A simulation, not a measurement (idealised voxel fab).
Name of the process module below: voxel lift off
cross-section cut | 295 nm wide | cells 5 nm
Bands, listed from the top down, are how a cross-section gets written in this document; the cross-section itself is a grid of square cells, and a band is one or more rows of them. The band entry comprises the height of the band's top followed by the height of its bottom, expressed in nm, and subsequently the band's materials from left to right, each stated together with its width in nm. Where a single material is marked with the word "everywhere", that material fills the band from edge to edge. The word "blank" represents empty space. Note: height 0 marks the level under which the wafer is uniformly one material as received. Lowest band unbounded below, written "0..down". With a width like "30->40", each row of cells in the band differs from the next by the same amount, the top row carrying the first number and the bottom row the second. Basically "nothing different" means that step didn't change any cell in the cross-section. Heads up: "Closed void roster" only lists the empty pockets with no open path to the top that are 8 cells or more, and it writes them as width x height at distance, distance from the left edge, in nm. What comes after the settings on a step's line is commentary from the simulator itself on that step. "overlay nm" denotes, for a step that has a mask, the displacement of the mask to the right of its planned place, with negative values corresponding to the left.

### The planned process steps are enumerated hereunder
1 RECEIVE [material Si]
2 CONFORMAL_DEP [material Al2O3] [thk nm 5]
3 PATTERN [tone open] [mask id LINES] [material resist] [width nm 30] [pitch nm 50] [thk nm 30] [overlay nm 0]
4 DIRECTIONAL_DEP [material Ru] [thk nm 15]
5 STRIP [etch materials resist]
6 CONFORMAL_DEP [material SiCN] [thk nm 5]

### The following pertains to the first of two wafers, which was processed as planned

### Cross-section of the wafer as it came to us, i.e., already through step 1
	0..down = Si everywhere
	Closed void roster: none

### You're looking at a cross-section of the wafer after step 2
	5..0 = Al2O3 everywhere
	Beneath the level 0, the cross-section is identical to its previous state.

### You're looking at a cross-section of the wafer after step 3
	35..5 = resist (105), blank (30), resist (20), blank (30), resist (110)
	Beneath the level 5, the cross-section is identical to its previous state.

### You're looking at a cross-section of the wafer after step 4
	50..35 = Ru (105), blank (30), Ru (20), blank (30), Ru (110)
	35..20 = resist (105), blank (30), resist (20), blank (30), resist (110)
	20..5 = resist (105), Ru (30), resist (20), Ru (30), resist (110)
	Beneath the level 5, the cross-section is identical to its previous state.

### You're looking at a cross-section of the wafer after step 5
	20..5 = blank (105), Ru (30), blank (20), Ru (30), blank (110)
	Beneath the level 5, the cross-section is identical to its previous state.

### You're looking at a cross-section of the wafer after step 6
	25..20 = blank (100), SiCN (40), blank (10), SiCN (40), blank (105)
	20..10 = blank (100), SiCN (5), Ru (30), SiCN (5), blank (10), SiCN (5), Ru (30), SiCN (5), blank (105)
	10..5 = SiCN (105), Ru (30), SiCN (20), Ru (30), SiCN (110)
	Beneath the level 5, the cross-section is identical to its previous state.

### The Second Wafer: Common Origin and Plan, One Mistake in Execution, Identical to the First Through Step 3

### Second wafer, cut view, end of step 4 per plan
	50..35 = SiCN (105), blank (30), SiCN (20), blank (30), SiCN (110)
	35..20 = resist (105), blank (30), resist (20), blank (30), resist (110)
	20..5 = resist (105), SiCN (30), resist (20), SiCN (30), resist (110)
	Beneath the level 5, the cross-section is identical to its previous state.

### Second wafer, cut view, end of step 5 per plan
	20..5 = blank (105), SiCN (30), blank (20), SiCN (30), blank (110)
	Beneath the level 5, the cross-section is identical to its previous state.

### Second wafer, cut view, end of step 6 per plan
	25..10 = blank (100), SiCN (40), blank (10), SiCN (40), blank (105)
	10..5 = SiCN everywhere
	Beneath the level 5, the cross-section is identical to its previous state.
What broke from the plan during processing? step 4 changed vs plan, executed as DIRECTIONAL_DEP [material SiCN] [thk nm 15]
Final cells, second wafer relative to first, materials higher or lower: 36 fewer of Ru | 36 more of SiCN
